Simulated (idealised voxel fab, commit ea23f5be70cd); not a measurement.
process module | voxel tone inversion
cross-section cut | 220 nm wide | cells 5 nm
A cross-section is a grid of square cells, given in bands from the top down. A band is one or more rows of cells.
Each band's line starts with the height of the band's top and of its bottom, in nm. Then come its materials from left to right, each with its width in nm. One material with "throughout" fills the band from edge to edge. "air" is empty space.
Height 0 is the level under which the wafer as received is all one material. The lowest band goes on downwards, as in "0 down".
A width such as "30 to 40" changes by the same amount from each row of cells to the next, from the band's top row to its bottom row.
"no change" after a step means that no cell of the cross-section changed.
closed voids: empty space of 8 cells or more with no open way to the top, each as width x height at its distance from the left edge, in nm
after a step's settings: what the simulator itself notes on the step
overlay nm, on a step with a mask: how far to the right of its planned place the mask lay; to the left if negative
plan
1 op RECEIVE | material Si
2 op CONFORMAL_DEP | material SiN | thk nm 5
3 op DIRECTIONAL_DEP | material polySi | thk nm 20
4 op PATTERN | tone cover | mask id POSTS | material resist | width nm 15 | pitch nm 45 | thk nm 25 | overlay nm 0
5 op DIRECTIONAL_ETCH | etch materials polySi | depth nm 20
6 op STRIP | etch materials resist
7 op FILL_DEP | material lowk | thk nm 10
8 op CMP | height nm 25
9 op STRIP | etch materials polySi
as received, after step 1
  0 down: Si throughout
  closed voids: none
a wafer at the end: this start, this plan, one mistake
  25 to 20: lowk throughout
  20 to 0: lowk 35 | polySi 15 | lowk 30 | polySi 15 | lowk 30 | polySi 15 | lowk 30 | polySi 15 | lowk 35
  0 down: Si throughout
  closed voids: none
what went wrong: step 2 was left out
